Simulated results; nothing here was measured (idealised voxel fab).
This is a process module. Its name is voxel wiring stack.
185 nm wide, 5 nm square cells: that's cross-section cut.
Heads up, the way a cross-section reads in here is a grid of square cells, handed over as bands from the top down, with every band being one or more rows of cells.
What a band's entry tells you: where the top is and where the bottom is, as heights in nm, and after that what lies inside, material by material from left to right, each with its width in nm. Empty space is written as the word "empty", and a single material marked with the word "all across" occupies the band from edge to edge.
Below 0: as-received wafer, all one material; heights counted from there. Lowest band: no bottom, goes on down, written "0 down".
You'd read "30..40" like this: the band's top row of cells is as wide as the first number, its bottom row is as wide as the second, and going down, every row changes width by the same amount as the row before did.
The cross-section has no changed cell in any step marked "identical to before".
In the "Non-vented voids" entry, you get each enclosed empty space of 8 cells or more, one with no open way to the top, written width x height at distance, distance from the left edge, in nm.
Formally, on a step line, whatever follows the settings is a remark that the simulator itself makes on the step.
overlay nm: where the mask lay relative to plan, measured to the right, on steps with a mask; negatives go left.
Set out below are the planned steps of the process:
- 1: op RECEIVE | material Si
- 2: op CONFORMAL_DEP | material SiO2 | thk nm 10
- 3: op CONFORMAL_DEP | material SiN | thk nm 5
- 4: op DIRECTIONAL_DEP | material SiO2 | thk nm 25
- 5: op MASKED_ETCH | tone open | mask id METAL_1 | width nm 20 | pitch nm 45 | etch materials SiO2 | depth nm 25 | overlay nm 0
- 6: op MASKED_ETCH | tone open | mask id METAL_1 | width nm 20 | pitch nm 45 | etch materials SiN | depth nm 5 | overlay nm 0
- 7: op CONFORMAL_DEP | material TiN | thk nm 5
- 8: op FILL_DEP | material Cu | thk nm 5
- 9: op CMP | height nm 40
- 10: op EPI | material Ru | thk nm 5
- 11: op FILL_DEP | material SiCN | thk nm 5
- 12: op DIRECTIONAL_DEP | material lowk | thk nm 30
- 13: op DIRECTIONAL_DEP | material aC | thk nm 10
- 14: op PATTERN | tone open | mask id METAL_2_HOLES | material resist | width nm 15 | pitch nm 45 | thk nm 30 | overlay nm 0
- 15: op DIRECTIONAL_ETCH | etch materials aC | depth nm 10
- 16: op STRIP | etch materials resist
- 17: op DIRECTIONAL_ETCH | etch materials lowk | depth nm 30
- 18: op STRIP | etch materials aC
- 19: op MASKED_ETCH | tone open | mask id METAL_2 | width nm 20 | pitch nm 45 | etch materials lowk | depth nm 20 | overlay nm 0
- 20: op MASKED_ETCH | tone open | mask id METAL_2 | width nm 20 | pitch nm 45 | etch materials SiCN | depth nm 5 | overlay nm 0
- 21: op CONFORMAL_DEP | material TiN | thk nm 5
- 22: op FILL_DEP | material Cu | thk nm 10
- 23: op CMP | height nm 80
- 24: op CONFORMAL_DEP | material SiN | thk nm 5
The first of a set of two wafers, run to plan:
The cross-section here shows the wafer as received, i.e. in its state after step 1:
	0 down | Si all across
	Non-vented voids: none
The wafer, seen in cross-section, after step 2:
	10 to 0 | SiO2 all across
	All layers under 0 are left as they were.
The wafer, seen in cross-section, after step 3:
	15 to 10 | SiN all across
	All layers under 10 are left as they were.
The wafer, seen in cross-section, after step 4:
	40 to 15 | SiO2 all across
	All layers under 15 are left as they were.
The wafer, seen in cross-section, after step 5:
	40 to 15 | SiO2 (15), empty (20), SiO2 (25), empty (20), SiO2 (25), empty (20), SiO2 (25), empty (20), SiO2 (15)
	All layers under 15 are left as they were.
The wafer, seen in cross-section, after step 6:
	40 to 15 | SiO2 (15), empty (20), SiO2 (25), empty (20), SiO2 (25), empty (20), SiO2 (25), empty (20), SiO2 (15)
	15 to 10 | SiN (15), empty (20), SiN (25), empty (20), SiN (25), empty (20), SiN (25), empty (20), SiN (15)
	All layers under 10 are left as they were.
The wafer, seen in cross-section, after step 7:
	45 to 40 | TiN (20), empty (10), TiN (35), empty (10), TiN (35), empty (10), TiN (35), empty (10), TiN (20)
	40 to 15 | SiO2 (15), TiN (5), empty (10), TiN (5), SiO2 (25), TiN (5), empty (10), TiN (5), SiO2 (25), TiN (5), empty (10), TiN (5), SiO2 (25), TiN (5), empty (10), TiN (5), SiO2 (15)
	15 to 10 | SiN (15), TiN (20), SiN (25), TiN (20), SiN (25), TiN (20), SiN (25), TiN (20), SiN (15)
	All layers under 10 are left as they were.
The wafer, seen in cross-section, after step 8:
	50 to 45 | Cu all across
	45 to 40 | TiN (20), Cu (10), TiN (35), Cu (10), TiN (35), Cu (10), TiN (35), Cu (10), TiN (20)
	40 to 15 | SiO2 (15), TiN (5), Cu (10), TiN (5), SiO2 (25), TiN (5), Cu (10), TiN (5), SiO2 (25), TiN (5), Cu (10), TiN (5), SiO2 (25), TiN (5), Cu (10), TiN (5), SiO2 (15)
	All layers under 15 are left as they were.
The wafer, seen in cross-section, after step 9:
	40 to 15 | SiO2 (15), TiN (5), Cu (10), TiN (5), SiO2 (25), TiN (5), Cu (10), TiN (5), SiO2 (25), TiN (5), Cu (10), TiN (5), SiO2 (25), TiN (5), Cu (10), TiN (5), SiO2 (15)
	All layers under 15 are left as they were.
The wafer, seen in cross-section, after step 10:
	45 to 40 | empty (10), Ru (30), empty (15), Ru (30), empty (15), Ru (30), empty (15), Ru (30), empty (10)
	All layers under 40 are left as they were.
The wafer, seen in cross-section, after step 11:
	50 to 45 | SiCN all across
	45 to 40 | SiCN (10), Ru (30), SiCN (15), Ru (30), SiCN (15), Ru (30), SiCN (15), Ru (30), SiCN (10)
	All layers under 40 are left as they were.
The wafer, seen in cross-section, after step 12:
	80 to 50 | lowk all across
	All layers under 50 are left as they were.
The wafer, seen in cross-section, after step 13:
	90 to 80 | aC all across
	All layers under 80 are left as they were.
The wafer, seen in cross-section, after step 14:
	120 to 90 | resist (15), empty (15), resist (30), empty (15), resist (30), empty (15), resist (30), empty (15), resist (20)
	All layers under 90 are left as they were.
The wafer, seen in cross-section, after step 15:
	110 to 90 | resist (15), empty (15), resist (30), empty (15), resist (30), empty (15), resist (30), empty (15), resist (20)
	90 to 80 | aC (15), empty (15), aC (30), empty (15), aC (30), empty (15), aC (30), empty (15), aC (20)
	All layers under 80 are left as they were.
The wafer, seen in cross-section, after step 16:
	90 to 80 | aC (15), empty (15), aC (30), empty (15), aC (30), empty (15), aC (30), empty (15), aC (20)
	All layers under 80 are left as they were.
The wafer, seen in cross-section, after step 17:
	90 to 80 | aC (15), empty (15), aC (30), empty (15), aC (30), empty (15), aC (30), empty (15), aC (20)
	80 to 50 | lowk (15), empty (15), lowk (30), empty (15), lowk (30), empty (15), lowk (30), empty (15), lowk (20)
	All layers under 50 are left as they were.
The wafer, seen in cross-section, after step 18:
	80 to 50 | lowk (15), empty (15), lowk (30), empty (15), lowk (30), empty (15), lowk (30), empty (15), lowk (20)
	All layers under 50 are left as they were.
The wafer, seen in cross-section, after step 19:
	80 to 60 | lowk (15), empty (20), lowk (25), empty (20), lowk (25), empty (20), lowk (25), empty (20), lowk (15)
	All layers under 60 are left as they were.
The wafer, seen in cross-section, after step 20:
	80 to 60 | lowk (15), empty (20), lowk (25), empty (20), lowk (25), empty (20), lowk (25), empty (20), lowk (15)
	60 to 50 | lowk (15), empty (15), lowk (30), empty (15), lowk (30), empty (15), lowk (30), empty (15), lowk (20)
	50 to 45 | SiCN (15), empty (15), SiCN (30), empty (15), SiCN (30), empty (15), SiCN (30), empty (15), SiCN (20)
	All layers under 45 are left as they were.
The wafer, seen in cross-section, after step 21:
	85 to 80 | TiN (20), empty (10), TiN (35), empty (10), TiN (35), empty (10), TiN (35), empty (10), TiN (20)
	80 to 65 | lowk (15), TiN (5), empty (10), TiN (5), lowk (25), TiN (5), empty (10), TiN (5), lowk (25), TiN (5), empty (10), TiN (5), lowk (25), TiN (5), empty (10), TiN (5), lowk (15)
	65 to 60 | lowk (15), TiN (5), empty (5), TiN (10), lowk (25), TiN (5), empty (5), TiN (10), lowk (25), TiN (5), empty (5), TiN (10), lowk (25), TiN (5), empty (5), TiN (10), lowk (15)
	60 to 50 | lowk (15), TiN (5), empty (5), TiN (5), lowk (30), TiN (5), empty (5), TiN (5), lowk (30), TiN (5), empty (5), TiN (5), lowk (30), TiN (5), empty (5), TiN (5), lowk (20)
	50 to 45 | SiCN (15), TiN (15), SiCN (30), TiN (15), SiCN (30), TiN (15), SiCN (30), TiN (15), SiCN (20)
	All layers under 45 are left as they were.
The wafer, seen in cross-section, after step 22:
	95 to 85 | Cu all across
	85 to 80 | TiN (20), Cu (10), TiN (35), Cu (10), TiN (35), Cu (10), TiN (35), Cu (10), TiN (20)
	80 to 65 | lowk (15), TiN (5), Cu (10), TiN (5), lowk (25), TiN (5), Cu (10), TiN (5), lowk (25), TiN (5), Cu (10), TiN (5), lowk (25), TiN (5), Cu (10), TiN (5), lowk (15)
	65 to 60 | lowk (15), TiN (5), Cu (5), TiN (10), lowk (25), TiN (5), Cu (5), TiN (10), lowk (25), TiN (5), Cu (5), TiN (10), lowk (25), TiN (5), Cu (5), TiN (10), lowk (15)
	60 to 50 | lowk (15), TiN (5), Cu (5), TiN (5), lowk (30), TiN (5), Cu (5), TiN (5), lowk (30), TiN (5), Cu (5), TiN (5), lowk (30), TiN (5), Cu (5), TiN (5), lowk (20)
	All layers under 50 are left as they were.
The wafer, seen in cross-section, after step 23:
	80 to 65 | lowk (15), TiN (5), Cu (10), TiN (5), lowk (25), TiN (5), Cu (10), TiN (5), lowk (25), TiN (5), Cu (10), TiN (5), lowk (25), TiN (5), Cu (10), TiN (5), lowk (15)
	All layers under 65 are left as they were.
The wafer, seen in cross-section, after step 24:
	85 to 80 | SiN all across
	All layers under 80 are left as they were.
Okay, second wafer. Nothing different at the start, nothing different in the plan, just one mistake somewhere in the running. As far as step 11, counting that step, it's the first wafer all over again:
Here is the second wafer in cross-section at the point where step 12 of the plan should have been done:
	110 to 50 | lowk all across
	All layers under 50 are left as they were.
Here is the second wafer in cross-section at the point where step 13 of the plan should have been done:
	120 to 110 | aC all across
	All layers under 110 are left as they were.
Here is the second wafer in cross-section at the point where step 14 of the plan should have been done:
	150 to 120 | resist (15), empty (15), resist (30), empty (15), resist (30), empty (15), resist (30), empty (15), resist (20)
	All layers under 120 are left as they were.
Here is the second wafer in cross-section at the point where step 15 of the plan should have been done:
	140 to 120 | resist (15), empty (15), resist (30), empty (15), resist (30), empty (15), resist (30), empty (15), resist (20)
	120 to 110 | aC (15), empty (15), aC (30), empty (15), aC (30), empty (15), aC (30), empty (15), aC (20)
	All layers under 110 are left as they were.
Here is the second wafer in cross-section at the point where step 16 of the plan should have been done:
	120 to 110 | aC (15), empty (15), aC (30), empty (15), aC (30), empty (15), aC (30), empty (15), aC (20)
	All layers under 110 are left as they were.
Here is the second wafer in cross-section at the point where step 17 of the plan should have been done:
	120 to 110 | aC (15), empty (15), aC (30), empty (15), aC (30), empty (15), aC (30), empty (15), aC (20)
	110 to 80 | lowk (15), empty (15), lowk (30), empty (15), lowk (30), empty (15), lowk (30), empty (15), lowk (20)
	All layers under 80 are left as they were.
Here is the second wafer in cross-section at the point where step 18 of the plan should have been done:
	110 to 80 | lowk (15), empty (15), lowk (30), empty (15), lowk (30), empty (15), lowk (30), empty (15), lowk (20)
	All layers under 80 are left as they were.
Here is the second wafer in cross-section at the point where step 19 of the plan should have been done:
	110 to 90 | lowk (15), empty (20), lowk (25), empty (20), lowk (25), empty (20), lowk (25), empty (20), lowk (15)
	90 to 60 | lowk (15), empty (15), lowk (30), empty (15), lowk (30), empty (15), lowk (30), empty (15), lowk (20)
	All layers under 60 are left as they were.
Here is the second wafer in cross-section at the point where step 20 of the plan should have been done: identical to before
Here is the second wafer in cross-section at the point where step 21 of the plan should have been done:
	115 to 110 | TiN (20), empty (10), TiN (35), empty (10), TiN (35), empty (10), TiN (35), empty (10), TiN (20)
	110 to 95 | lowk (15), TiN (5), empty (10), TiN (5), lowk (25), TiN (5), empty (10), TiN (5), lowk (25), TiN (5), empty (10), TiN (5), lowk (25), TiN (5), empty (10), TiN (5), lowk (15)
	95 to 90 | lowk (15), TiN (5), empty (5), TiN (10), lowk (25), TiN (5), empty (5), TiN (10), lowk (25), TiN (5), empty (5), TiN (10), lowk (25), TiN (5), empty (5), TiN (10), lowk (15)
	90 to 65 | lowk (15), TiN (5), empty (5), TiN (5), lowk (30), TiN (5), empty (5), TiN (5), lowk (30), TiN (5), empty (5), TiN (5), lowk (30), TiN (5), empty (5), TiN (5), lowk (20)
	65 to 60 | lowk (15), TiN (15), lowk (30), TiN (15), lowk (30), TiN (15), lowk (30), TiN (15), lowk (20)
	All layers under 60 are left as they were.
Here is the second wafer in cross-section at the point where step 22 of the plan should have been done:
	125 to 115 | Cu all across
	115 to 110 | TiN (20), Cu (10), TiN (35), Cu (10), TiN (35), Cu (10), TiN (35), Cu (10), TiN (20)
	110 to 95 | lowk (15), TiN (5), Cu (10), TiN (5), lowk (25), TiN (5), Cu (10), TiN (5), lowk (25), TiN (5), Cu (10), TiN (5), lowk (25), TiN (5), Cu (10), TiN (5), lowk (15)
	95 to 90 | lowk (15), TiN (5), Cu (5), TiN (10), lowk (25), TiN (5), Cu (5), TiN (10), lowk (25), TiN (5), Cu (5), TiN (10), lowk (25), TiN (5), Cu (5), TiN (10), lowk (15)
	90 to 65 | lowk (15), TiN (5), Cu (5), TiN (5), lowk (30), TiN (5), Cu (5), TiN (5), lowk (30), TiN (5), Cu (5), TiN (5), lowk (30), TiN (5), Cu (5), TiN (5), lowk (20)
	All layers under 65 are left as they were.
Here is the second wafer in cross-section at the point where step 23 of the plan should have been done:
	80 to 65 | lowk (15), TiN (5), Cu (5), TiN (5), lowk (30), TiN (5), Cu (5), TiN (5), lowk (30), TiN (5), Cu (5), TiN (5), lowk (30), TiN (5), Cu (5), TiN (5), lowk (20)
	All layers under 65 are left as they were.
Here is the second wafer in cross-section at the point where step 24 of the plan should have been done:
	85 to 80 | SiN all across
	All layers under 80 are left as they were.
What went wrong in running the wafer? the plan's step 12 ran twice
Materials where the second wafer ends with more or fewer cells than the first: Cu: 24 fewer | SiCN: 12 more | TiN: 28 fewer | lowk: 40 more
